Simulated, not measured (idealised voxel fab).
Herein follows the process module entitled voxel self aligned vias.
Section shown: cut. Width: 160 nm. Cell size: 5 nm, square.
Notation: cross-section as square-cell grid; stated in bands, top first, going down; one or more cell rows per band. Look at the band entry: it leads with the top's height and the bottom's height in nm. Then it lists the materials left to right, with a width in nm for each. The word "everywhere" on a single material says that material fills the band edge to edge. The word "blank" is empty space. Heads up on the height convention: 0 is the point under which the incoming wafer is all one material, and the lowest band has no bottom, it just keeps going down, like "z 0 and below". It should be noted that a width expressed as "30->40" varies in equal increments from row to row of cells within the band, taking the value of the first number at the top row and that of the second number at the bottom row. No cell of the cross-section changed in a step that is given as "remains unaltered". If an empty space has no open way to the top and is at least 8 cells in size, "Closed-off voids" lists it, written width x height at distance, where distance is measured from the left edge and every value is in nm. Past the settings on a step's line: simulator remark, on that step. overlay nm: for a step with a mask, the amount by which the mask lay right of where it was planned; a negative amount means left of it.

The steps planned for the process are as follows:
step 1: op RECEIVE | material Si
step 2: op CONFORMAL_DEP | material SiO2 | thk nm 15
step 3: op CONFORMAL_DEP | material SiCN | thk nm 5
step 4: op DIRECTIONAL_DEP | material SiO2 | thk nm 30
step 5: op DIRECTIONAL_DEP | material aC | thk nm 10
step 6: op PATTERN | tone open | mask id LINES | material resist | width nm 20 | pitch nm 55 | thk nm 25 | overlay nm 0
step 7: op DIRECTIONAL_ETCH | etch materials aC | depth nm 10
step 8: op STRIP | etch materials resist
step 9: op DIRECTIONAL_ETCH | etch materials SiO2 | depth nm 30
step 10: op STRIP | etch materials aC
step 11: op CONFORMAL_DEP | material TiN | thk nm 5
step 12: op FILL_DEP | material Ru | thk nm 10
step 13: op CMP | height nm 50
step 14: op SELECTIVE_ETCH | etch materials W Ru TiN | depth nm 10
step 15: op FILL_DEP | material SiN | thk nm 10
step 16: op CMP | height nm 50
step 17: op DIRECTIONAL_DEP | material SiO2 | thk nm 20
step 18: op PATTERN | tone open | mask id VIAS | material resist | width nm 30 | thk nm 20 | overlay nm 0
step 19: op DIRECTIONAL_ETCH | etch materials SiO2 | depth nm 20
step 20: op DIRECTIONAL_ETCH | etch materials SiN | depth nm 10
step 21: op STRIP | etch materials resist
step 22: op CONFORMAL_DEP | material TiN | thk nm 5
step 23: op FILL_DEP | material Cu | thk nm 5
step 24: op CMP | height nm 70
step 25: op CONFORMAL_DEP | material SiN | thk nm 5

Cross-sectional view of the wafer in its as-received condition, corresponding to the state after step 1:
* z 0 and below: Si everywhere
* Closed-off voids: none

The first of two wafers, cross-sectioned at the end of the module, with the run proceeding as planned:
* z 75 to 70: SiN everywhere
* z 70 to 55: 35 of SiO2 | 5 of TiN | 20 of Cu | 5 of TiN | 95 of SiO2
* z 55 to 50: 35 of SiO2 | 10 of TiN | 10 of Cu | 10 of TiN | 95 of SiO2
* z 50 to 45: 40 of SiO2 | 5 of TiN | 10 of Cu | 5 of TiN | 35 of SiO2 | 20 of SiN | 45 of SiO2
* z 45 to 40: 40 of SiO2 | 20 of TiN | 35 of SiO2 | 20 of SiN | 45 of SiO2
* z 40 to 25: 40 of SiO2 | 5 of TiN | 10 of Ru | 5 of TiN | 35 of SiO2 | 5 of TiN | 10 of Ru | 5 of TiN | 45 of SiO2
* z 25 to 20: 40 of SiO2 | 20 of TiN | 35 of SiO2 | 20 of TiN | 45 of SiO2
* z 20 to 15: SiCN everywhere
* z 15 to 0: SiO2 everywhere
* z 0 and below: Si everywhere
* Closed-off voids: none

Cross-section of the latter of the two wafers at module completion. It had an identical start and an identical plan to the former; in running it, one mistake was made:
* z 75 to 70: SiN everywhere
* z 70 to 50: 35 of SiO2 | 5 of TiN | 20 of Cu | 5 of TiN | 95 of SiO2
* z 50 to 45: 35 of SiO2 | 5 of TiN | 20 of Cu | 5 of TiN | 30 of SiO2 | 20 of SiN | 45 of SiO2
* z 45 to 40: 35 of SiO2 | 30 of TiN | 30 of SiO2 | 20 of SiN | 45 of SiO2
* z 40 to 30: 35 of SiO2 | 10 of TiN | 10 of Ru | 10 of TiN | 30 of SiO2 | 5 of TiN | 10 of Ru | 5 of TiN | 45 of SiO2
* z 30 to 25: 40 of SiO2 | 5 of TiN | 10 of Ru | 5 of TiN | 35 of SiO2 | 5 of TiN | 10 of Ru | 5 of TiN | 45 of SiO2
* z 25 to 20: 40 of SiO2 | 20 of TiN | 35 of SiO2 | 20 of TiN | 45 of SiO2
* z 20 to 15: SiCN everywhere
* z 15 to 0: SiO2 everywhere
* z 0 and below: Si everywhere
* Closed-off voids: none
what went wrong: yeah, plan step 19 got run twice
Wafer comparison, final, in cells, second relative to first, materials more or fewer: Cu +4; SiO2 -8; TiN +4
